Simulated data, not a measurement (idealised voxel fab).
A process module follows: voxel self aligned vias.
Cross-section cut: width 155 nm, square cells of 5 nm.
A cross-section is written here as square cells arranged in a grid, and it is given in bands from the top down, each band taking up one or more rows of cells.
First you get the band's top height and its bottom height, in nm, and then the materials it's made of, left to right, with each width in nm. If you see a single material with "throughout", that one covers the band edge to edge. "blank" is empty space.
The reference from which all heights are counted is 0, the level beneath which the as-received wafer is entirely one material; the lowest band, having no lower bound, proceeds downward and is written after the example "from 0 down".
Read "30 to 40" as a graded width: first number on top, second number at the bottom, same change between each pair of neighbouring rows.
When a step is marked "changes: none", none of the cells in the cross-section changed during that step.
For the entry "Sealed internal cavities", the listed items are empty spaces with no open way to the top whose size is 8 cells or more; each item follows the pattern width x height at distance, where distance is from the left edge and all three are in nm.
Formally, on a step line, whatever follows the settings is a remark that the simulator itself makes on the step.
overlay nm: mask offset rightward from planned place, masked step; negative means leftward offset.

Steps in the process plan:
| 1 | op RECEIVE | material Si |
| 2 | op CONFORMAL_DEP | material SiO2 | thk nm 15 |
| 3 | op CONFORMAL_DEP | material SiCN | thk nm 5 |
| 4 | op DIRECTIONAL_DEP | material SiO2 | thk nm 20 |
| 5 | op DIRECTIONAL_DEP | material aC | thk nm 15 |
| 6 | op PATTERN | tone open | mask id LINES | material resist | width nm 20 | pitch nm 70 | thk nm 30 | overlay nm 0 |
| 7 | op DIRECTIONAL_ETCH | etch materials aC | depth nm 15 |
| 8 | op STRIP | etch materials resist |
| 9 | op DIRECTIONAL_ETCH | etch materials SiO2 | depth nm 20 |
| 10 | op STRIP | etch materials aC |
| 11 | op CONFORMAL_DEP | material TiN | thk nm 5 |
| 12 | op FILL_DEP | material W | thk nm 10 |
| 13 | op CMP | height nm 40 |
| 14 | op SELECTIVE_ETCH | etch materials W Ru TiN | depth nm 5 |
| 15 | op FILL_DEP | material SiN | thk nm 10 |
| 16 | op CMP | height nm 40 |
| 17 | op DIRECTIONAL_DEP | material SiO2 | thk nm 20 |
| 18 | op DIRECTIONAL_DEP | material aC | thk nm 10 |
| 19 | op PATTERN | tone open | mask id VIAS | material resist | width nm 40 | thk nm 30 | overlay nm 0 |
| 20 | op DIRECTIONAL_ETCH | etch materials aC | depth nm 10 |
| 21 | op STRIP | etch materials resist |
| 22 | op DIRECTIONAL_ETCH | etch materials SiO2 | depth nm 10 |
| 23 | op DIRECTIONAL_ETCH | etch materials SiN | depth nm 5 |
| 24 | op STRIP | etch materials aC |
| 25 | op CONFORMAL_DEP | material TiN | thk nm 5 |
| 26 | op FILL_DEP | material Cu | thk nm 5 |
| 27 | op CMP | height nm 60 |
| 28 | op CONFORMAL_DEP | material SiN | thk nm 5 |
Among the wafers covered here, the point of difference is the depth nm at step 22; their starting state is shared, and the plan presents the value of the first wafer.

Here's the first of the wafers in cross-section, just as we got it, i.e. after step 1:
	from 0 down: Si throughout
	Sealed internal cavities: none

Every row in this table is a wafer at the end of the module, and it gives, for each of the materials, the cells that wafer has gained (+) or lost (-) since it was received, then its closed voids:
depth nm 10 | +6 Cu | +31 SiCN | +39 SiN | +293 SiO2 | +26 TiN | +8 W | Sealed internal cavities: none
depth nm 15 | +12 Cu | +31 SiCN | +39 SiN | +285 SiO2 | +28 TiN | +8 W | Sealed internal cavities: none
depth nm 20 | +20 Cu | +31 SiCN | +35 SiN | +277 SiO2 | +32 TiN | +8 W | Sealed internal cavities: none
depth nm 25 | +24 Cu | +31 SiCN | +35 SiN | +273 SiO2 | +32 TiN | +8 W | Sealed internal cavities: none
depth nm 30 | +24 Cu | +31 SiCN | +35 SiN | +269 SiO2 | +36 TiN | +8 W | Sealed internal cavities: none
depth nm 35 | +24 Cu | +31 SiCN | +35 SiN | +265 SiO2 | +40 TiN | +8 W | Sealed internal cavities: none
